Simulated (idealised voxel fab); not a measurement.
Module name: voxel tone inversion (process module)
The cross-section shown here is cut; it is 295 nm wide and divided into square cells measuring 5 nm on a side.
Think of the cross-section as a grid of square cells. We describe it in bands, top to bottom, and each band covers one or more rows of those cells.
For a band, the entry starts with two heights in nm, that of the top and then that of the bottom, and carries on with the band's materials in order from left to right, each alongside its width in nm; the word "everywhere" beside a single material means it fills the band edge to edge, and "blank" means empty space.
It should be noted that heights are counted from 0, beneath which the wafer as supplied is of one material throughout, and that the lowest band possesses no lower boundary but continues downward, as written in "0..down".
Width spec "30..40" -> top row of cells at first value, bottom row at second value, equal per-row change in between.
Any step labelled "nothing altered" changed none of the cells in the cross-section.
"Enclosed cavity list" lists enclosed empty spaces (at least 8 cells, no open path upward to the top), each as width x height at distance from the left edge, in nm.
Note: text after step settings on the step line = simulator remark on that step.
Steps that use a mask can have "overlay nm" on their line. It says how far the mask sat to the right of where it was meant to be. Negative means to the left.
These are the steps we planned for the process:
1,RECEIVE (material Si)
2,CONFORMAL_DEP (material SiN; thk nm 5)
3,DIRECTIONAL_DEP (material aC; thk nm 20)
4,PATTERN (tone cover; mask id POSTS; material resist; width nm 15; pitch nm 30; thk nm 25; overlay nm 0)
5,DIRECTIONAL_ETCH (etch materials aC; depth nm 20)
6,STRIP (etch materials resist)
7,FILL_DEP (material SiO2; thk nm 5)
8,CMP (height nm 25)
9,STRIP (etch materials aC)
First wafer, as planned:
The cross-section here shows the wafer as received, i.e. in its state after step 1:
0..down = Si everywhere
Enclosed cavity list: none
State of the wafer after step 2, shown in cross-section:
5..0 = SiN everywhere
Heights below 0 show no change.
State of the wafer after step 3, shown in cross-section:
25..5 = aC everywhere
Heights below 5 show no change.
State of the wafer after step 4, shown in cross-section:
50..25 = 110 nm blank, 15 nm resist, 15 nm blank, 15 nm resist, 15 nm blank, 15 nm resist, 110 nm blank
Heights below 25 show no change.
State of the wafer after step 5, shown in cross-section:
30..25 = 110 nm blank, 15 nm resist, 15 nm blank, 15 nm resist, 15 nm blank, 15 nm resist, 110 nm blank
25..5 = 110 nm blank, 15 nm aC, 15 nm blank, 15 nm aC, 15 nm blank, 15 nm aC, 110 nm blank
Heights below 5 show no change.
State of the wafer after step 6, shown in cross-section:
25..5 = 110 nm blank, 15 nm aC, 15 nm blank, 15 nm aC, 15 nm blank, 15 nm aC, 110 nm blank
Heights below 5 show no change.
State of the wafer after step 7, shown in cross-section:
30..25 = SiO2 everywhere
25..5 = 110 nm SiO2, 15 nm aC, 15 nm SiO2, 15 nm aC, 15 nm SiO2, 15 nm aC, 110 nm SiO2
Heights below 5 show no change.
State of the wafer after step 8, shown in cross-section:
25..5 = 110 nm SiO2, 15 nm aC, 15 nm SiO2, 15 nm aC, 15 nm SiO2, 15 nm aC, 110 nm SiO2
Heights below 5 show no change.
State of the wafer after step 9, shown in cross-section:
25..5 = 110 nm SiO2, 15 nm blank, 15 nm SiO2, 15 nm blank, 15 nm SiO2, 15 nm blank, 110 nm SiO2
Heights below 5 show no change.
Now the other wafer: same start, same recipe, but we messed up one thing when running it. Up to and including step 3 it's the same as the first one:
Here is the second wafer in cross-section at the point where step 4 of the plan should have been done:
50..25 = 110 nm resist, 15 nm blank, 15 nm resist, 15 nm blank, 15 nm resist, 15 nm blank, 110 nm resist
Heights below 25 show no change.
Here is the second wafer in cross-section at the point where step 5 of the plan should have been done:
30..25 = 110 nm resist, 15 nm blank, 15 nm resist, 15 nm blank, 15 nm resist, 15 nm blank, 110 nm resist
25..5 = 110 nm aC, 15 nm blank, 15 nm aC, 15 nm blank, 15 nm aC, 15 nm blank, 110 nm aC
Heights below 5 show no change.
Here is the second wafer in cross-section at the point where step 6 of the plan should have been done:
25..5 = 110 nm aC, 15 nm blank, 15 nm aC, 15 nm blank, 15 nm aC, 15 nm blank, 110 nm aC
Heights below 5 show no change.
Here is the second wafer in cross-section at the point where step 7 of the plan should have been done:
30..25 = SiO2 everywhere
25..5 = 110 nm aC, 15 nm SiO2, 15 nm aC, 15 nm SiO2, 15 nm aC, 15 nm SiO2, 110 nm aC
Heights below 5 show no change.
Here is the second wafer in cross-section at the point where step 8 of the plan should have been done:
25..5 = 110 nm aC, 15 nm SiO2, 15 nm aC, 15 nm SiO2, 15 nm aC, 15 nm SiO2, 110 nm aC
Heights below 5 show no change.
Here is the second wafer in cross-section at the point where step 9 of the plan should have been done:
25..5 = 110 nm blank, 15 nm SiO2, 15 nm blank, 15 nm SiO2, 15 nm blank, 15 nm SiO2, 110 nm blank
Heights below 5 show no change.
So what did we get wrong on this run? the process deviated at step 4: the operation and settings actually run there were PATTERN (tone open; mask id POSTS; material resist; width nm 15; pitch nm 30; thk nm 25; overlay nm 0)
Count the cells at the end and the second wafer has more or fewer of some materials than the first: 164 fewer of SiO2
